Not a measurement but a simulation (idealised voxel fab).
Module name: voxel capacitor over wiring (process module)
Square cell edge 5 nm, section width 275 nm, ID cut.
Square cells in a grid make up a cross-section in this document, and the grid is given as bands, listed from the top down, each one or more rows of cells.
Look at the band entry: it leads with the top's height and the bottom's height in nm. Then it lists the materials left to right, with a width in nm for each. The word "full width" on a single material says that material fills the band edge to edge. The word "empty" is empty space.
Height 0 is the level under which the wafer as received is all one material. The lowest band goes on downwards, as in "z 0 and below".
Per-row width for "30 to 40": begins at first number (top row of band), ends at second number (bottom row), increment between rows held constant.
"remains unaltered", as given for a step, is the statement that not any cell of the cross-section underwent a change during that step.
"Enclosed voids" lists enclosed empty spaces (at least 8 cells, no open path upward to the top), each as width x height at distance from the left edge, in nm.
That trailing text on a step's line, after the settings, is the simulator's own remark on the step.
A step's line can hold "overlay nm"; with a mask on that step, the setting says how far right of the planned place the mask lay, while a negative setting says it lay to the left.

These are the steps we planned for the process
- 1: RECEIVE, material Si
- 2: CONFORMAL_DEP, material SiO2, thk nm 15
- 3: CONFORMAL_DEP, material SiN, thk nm 5
- 4: DIRECTIONAL_DEP, material SiO2, thk nm 20
- 5: MASKED_ETCH, tone open, mask id METAL_1, width nm 20, pitch nm 70, etch materials SiO2, depth nm 20, overlay nm 0
- 6: MASKED_ETCH, tone open, mask id METAL_1, width nm 20, pitch nm 70, etch materials SiN, depth nm 5, overlay nm 0
- 7: CONFORMAL_DEP, material TiN, thk nm 5
- 8: FILL_DEP, material W, thk nm 5
- 9: CMP, height nm 40
- 10: CONFORMAL_DEP, material SiCN, thk nm 5
- 11: DIRECTIONAL_DEP, material lowk, thk nm 10
- 12: PATTERN, tone open, mask id PLUG_1, material resist, width nm 15, thk nm 15, overlay nm 0
- 13: DIRECTIONAL_ETCH, etch materials lowk, depth nm 10
- 14: DIRECTIONAL_ETCH, etch materials SiCN, depth nm 5
- 15: STRIP, etch materials resist
- 16: CONFORMAL_DEP, material TiN, thk nm 5
- 17: FILL_DEP, material Cu, thk nm 10
- 18: CMP, height nm 55
- 19: DIRECTIONAL_DEP, material TiN, thk nm 10
- 20: DIRECTIONAL_DEP, material SiN, thk nm 5
- 21: DIRECTIONAL_DEP, material TiN, thk nm 10
- 22: MASKED_ETCH, tone cover, mask id UPPER_PLATE, width nm 55, etch materials TiN, depth nm 10, overlay nm 0
- 23: MASKED_ETCH, tone cover, mask id UPPER_PLATE, width nm 55, etch materials SiN, depth nm 5, overlay nm 0
- 24: MASKED_ETCH, tone cover, mask id LOWER_PLATE, width nm 65, etch materials TiN, depth nm 10, overlay nm 0
- 25: FILL_DEP, material SiO2, thk nm 15
- 26: CMP, height nm 90
- 27: MASKED_ETCH, tone open, mask id PLUG_2, width nm 15, etch materials SiO2, depth nm 10, overlay nm 0
- 28: CONFORMAL_DEP, material TiN, thk nm 5
- 29: FILL_DEP, material W, thk nm 10
- 30: CMP, height nm 90
- 31: CONFORMAL_DEP, material SiN, thk nm 5

First wafer out of two, processed as planned

As-received state of the wafer in cross-section, equivalent to post-step 1
* z 0 and below: Si full width
* Enclosed voids: none

Step 2 done - wafer cross-section
* z 15 to 0: SiO2 full width
* Nothing below the height 0 has changed.

Step 3 done - wafer cross-section
* z 20 to 15: SiN full width
* Nothing below the height 15 has changed.

Step 4 done - wafer cross-section
* z 40 to 20: SiO2 full width
* Nothing below the height 20 has changed.

Step 5 done - wafer cross-section
* z 40 to 20: SiO2 (90) | empty (20) | SiO2 (50) | empty (20) | SiO2 (95)
* Nothing below the height 20 has changed.

Step 6 done - wafer cross-section
* z 40 to 20: SiO2 (90) | empty (20) | SiO2 (50) | empty (20) | SiO2 (95)
* z 20 to 15: SiN (90) | empty (20) | SiN (50) | empty (20) | SiN (95)
* Nothing below the height 15 has changed.

Step 7 done - wafer cross-section
* z 45 to 40: TiN (95) | empty (10) | TiN (60) | empty (10) | TiN (100)
* z 40 to 20: SiO2 (90) | TiN (5) | empty (10) | TiN (5) | SiO2 (50) | TiN (5) | empty (10) | TiN (5) | SiO2 (95)
* z 20 to 15: SiN (90) | TiN (20) | SiN (50) | TiN (20) | SiN (95)
* Nothing below the height 15 has changed.

Step 8 done - wafer cross-section
* z 50 to 45: W full width
* z 45 to 40: TiN (95) | W (10) | TiN (60) | W (10) | TiN (100)
* z 40 to 20: SiO2 (90) | TiN (5) | W (10) | TiN (5) | SiO2 (50) | TiN (5) | W (10) | TiN (5) | SiO2 (95)
* Nothing below the height 20 has changed.

Step 9 done - wafer cross-section
* z 40 to 20: SiO2 (90) | TiN (5) | W (10) | TiN (5) | SiO2 (50) | TiN (5) | W (10) | TiN (5) | SiO2 (95)
* Nothing below the height 20 has changed.

Step 10 done - wafer cross-section
* z 45 to 40: SiCN full width
* Nothing below the height 40 has changed.

Step 11 done - wafer cross-section
* z 55 to 45: lowk full width
* Nothing below the height 45 has changed.

Step 12 done - wafer cross-section
* z 70 to 55: resist (95) | empty (15) | resist (165)
* Nothing below the height 55 has changed.

Step 13 done - wafer cross-section
* z 70 to 55: resist (95) | empty (15) | resist (165)
* z 55 to 45: lowk (95) | empty (15) | lowk (165)
* Nothing below the height 45 has changed.

Step 14 done - wafer cross-section
* z 70 to 55: resist (95) | empty (15) | resist (165)
* z 55 to 45: lowk (95) | empty (15) | lowk (165)
* z 45 to 40: SiCN (95) | empty (15) | SiCN (165)
* Nothing below the height 40 has changed.

Step 15 done - wafer cross-section
* z 55 to 45: lowk (95) | empty (15) | lowk (165)
* Nothing below the height 45 has changed.

Step 16 done - wafer cross-section
* z 60 to 55: TiN (100) | empty (5) | TiN (170)
* z 55 to 45: lowk (95) | TiN (5) | empty (5) | TiN (5) | lowk (165)
* z 45 to 40: SiCN (95) | TiN (15) | SiCN (165)
* Nothing below the height 40 has changed.

Step 17 done - wafer cross-section
* z 70 to 60: Cu full width
* z 60 to 55: TiN (100) | Cu (5) | TiN (170)
* z 55 to 45: lowk (95) | TiN (5) | Cu (5) | TiN (5) | lowk (165)
* Nothing below the height 45 has changed.

Step 18 done - wafer cross-section
* z 55 to 45: lowk (95) | TiN (5) | Cu (5) | TiN (5) | lowk (165)
* Nothing below the height 45 has changed.

Step 19 done - wafer cross-section
* z 65 to 55: TiN full width
* Nothing below the height 55 has changed.

Step 20 done - wafer cross-section
* z 70 to 65: SiN full width
* Nothing below the height 65 has changed.

Step 21 done - wafer cross-section
* z 80 to 70: TiN full width
* Nothing below the height 70 has changed.

Step 22 done - wafer cross-section
* z 80 to 70: empty (95) | TiN (55) | empty (125)
* Nothing below the height 70 has changed.

Step 23 done - wafer cross-section
* z 80 to 70: empty (95) | TiN (55) | empty (125)
* z 70 to 65: empty (95) | SiN (55) | empty (125)
* Nothing below the height 65 has changed.

Step 24 done - wafer cross-section
* z 80 to 70: empty (95) | TiN (55) | empty (125)
* z 70 to 65: empty (95) | SiN (55) | empty (125)
* z 65 to 55: empty (90) | TiN (65) | empty (120)
* Nothing below the height 55 has changed.

Step 25 done - wafer cross-section
* z 95 to 80: SiO2 full width
* z 80 to 70: SiO2 (95) | TiN (55) | SiO2 (125)
* z 70 to 65: SiO2 (95) | SiN (55) | SiO2 (125)
* z 65 to 55: SiO2 (90) | TiN (65) | SiO2 (120)
* Nothing below the height 55 has changed.

Step 26 done - wafer cross-section
* z 90 to 80: SiO2 full width
* Nothing below the height 80 has changed.

Step 27 done - wafer cross-section
* z 90 to 80: SiO2 (105) | empty (15) | SiO2 (155)
* Nothing below the height 80 has changed.

Step 28 done - wafer cross-section
* z 95 to 90: TiN (110) | empty (5) | TiN (160)
* z 90 to 85: SiO2 (105) | TiN (5) | empty (5) | TiN (5) | SiO2 (155)
* z 85 to 80: SiO2 (105) | TiN (15) | SiO2 (155)
* Nothing below the height 80 has changed.

Step 29 done - wafer cross-section
* z 105 to 95: W full width
* z 95 to 90: TiN (110) | W (5) | TiN (160)
* z 90 to 85: SiO2 (105) | TiN (5) | W (5) | TiN (5) | SiO2 (155)
* Nothing below the height 85 has changed.

Step 30 done - wafer cross-section
* z 90 to 85: SiO2 (105) | TiN (5) | W (5) | TiN (5) | SiO2 (155)
* Nothing below the height 85 has changed.

Step 31 done - wafer cross-section
* z 95 to 90: SiN full width
* Nothing below the height 90 has changed.

Wafer two of the pair: same origin, same plan, one error during the run; identical to wafer one up to and including step 23

Second wafer, cross-section, planned end of step 24
* z 80 to 70: empty (95) | TiN (55) | empty (125)
* z 70 to 65: empty (95) | SiN (55) | empty (125)
* z 65 to 55: empty (85) | TiN (75) | empty (115)
* Nothing below the height 55 has changed.

Second wafer, cross-section, planned end of step 25
* z 95 to 80: SiO2 full width
* z 80 to 70: SiO2 (95) | TiN (55) | SiO2 (125)
* z 70 to 65: SiO2 (95) | SiN (55) | SiO2 (125)
* z 65 to 55: SiO2 (85) | TiN (75) | SiO2 (115)
* Nothing below the height 55 has changed.

Second wafer, cross-section, planned end of step 26
* z 90 to 80: SiO2 full width
* Nothing below the height 80 has changed.

Second wafer, cross-section, planned end of step 27
* z 90 to 80: SiO2 (105) | empty (15) | SiO2 (155)
* Nothing below the height 80 has changed.

Second wafer, cross-section, planned end of step 28
* z 95 to 90: TiN (110) | empty (5) | TiN (160)
* z 90 to 85: SiO2 (105) | TiN (5) | empty (5) | TiN (5) | SiO2 (155)
* z 85 to 80: SiO2 (105) | TiN (15) | SiO2 (155)
* Nothing below the height 80 has changed.

Second wafer, cross-section, planned end of step 29
* z 105 to 95: W full width
* z 95 to 90: TiN (110) | W (5) | TiN (160)
* z 90 to 85: SiO2 (105) | TiN (5) | W (5) | TiN (5) | SiO2 (155)
* Nothing below the height 85 has changed.

Second wafer, cross-section, planned end of step 30
* z 90 to 85: SiO2 (105) | TiN (5) | W (5) | TiN (5) | SiO2 (155)
* Nothing below the height 85 has changed.

Second wafer, cross-section, planned end of step 31
* z 95 to 90: SiN full width
* Nothing below the height 90 has changed.
It is concluded that the wafer was processed incorrectly with respect to the plan, in that step 24: run off-plan, actual operation and settings MASKED_ETCH, tone cover, mask id LOWER_PLATE, width nm 75, etch materials TiN, depth nm 10, overlay nm 0
Count the cells at the end and the second wafer has more or fewer of some materials than the first: -4 SiO2 | +4 TiN
